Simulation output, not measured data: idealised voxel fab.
process module | voxel self aligned contacts
cross-section cut | 240 nm wide | cells 5 nm
A cross-section is a grid of square cells, given in bands from the top down. A band is one or more rows of cells.
Each band's line starts with the height of the band's top and of its bottom, in nm. Then come its materials from left to right, each with its width in nm. One material with "throughout" fills the band from edge to edge. "air" is empty space.
Height 0 is the level under which the wafer as received is all one material. The lowest band goes on downwards, as in "0 down".
A width such as "30 to 40" changes by the same amount from each row of cells to the next, from the band's top row to its bottom row.
"no change" after a step means that no cell of the cross-section changed.
closed voids: empty space of 8 cells or more with no open way to the top, each as width x height at its distance from the left edge, in nm
after a step's settings: what the simulator itself notes on the step
overlay nm, on a step with a mask: how far to the right of its planned place the mask lay; to the left if negative
plan
1 op RECEIVE | material Si
2 op OXIDIZE | depth nm 5
3 op DIRECTIONAL_DEP | material polySi | thk nm 20
4 op DIRECTIONAL_DEP | material SiN | thk nm 20
5 op PATTERN | tone cover | mask id GATE | material resist | width nm 35 | pitch nm 75 | thk nm 20 | overlay nm 0
6 op DIRECTIONAL_ETCH | etch materials SiN | depth nm 20
7 op DIRECTIONAL_ETCH | etch materials polySi | depth nm 20
8 op STRIP | etch materials resist
9 op CONFORMAL_DEP | material SiN | thk nm 10
10 op DIRECTIONAL_ETCH | etch materials SiN | depth nm 10
11 op FILL_DEP | material SiO2 | thk nm 15
12 op CMP | height nm 45
13 op MASKED_ETCH | tone open | mask id CONTACT | width nm 50 | pitch nm 75 | etch materials SiO2 | depth nm 50 | overlay nm 0
14 op CONFORMAL_DEP | material TiN | thk nm 5
15 op FILL_DEP | material W | thk nm 5
16 op CMP | height nm 45
17 op CONFORMAL_DEP | material SiN | thk nm 5
as received, after step 1
  0 down: Si throughout
  closed voids: none
a wafer at the end: this start, this plan, one mistake
  50 to 45: SiN throughout
  45 to 30: SiO2 15 | SiN 55 | TiN 5 | W 10 | TiN 5 | SiN 55 | TiN 5 | W 10 | TiN 5 | SiN 55 | SiO2 20
  30 to 15: SiO2 15 | SiN 10 | polySi 35 | SiN 10 | TiN 5 | W 10 | TiN 5 | SiN 10 | polySi 35 | SiN 10 | TiN 5 | W 10 | TiN 5 | SiN 10 | polySi 35 | SiN 10 | SiO2 20
  15 to 10: SiO2 15 | SiN 10 | polySi 35 | SiN 10 | TiN 20 | SiN 10 | polySi 35 | SiN 10 | TiN 20 | SiN 10 | polySi 35 | SiN 10 | SiO2 20
  10 to 0: polySi throughout
  0 to -5: SiO2 throughout
  -5 down: Si throughout
  closed voids: none
what went wrong: step 3 ran as: op DIRECTIONAL_DEP | material polySi | thk nm 30
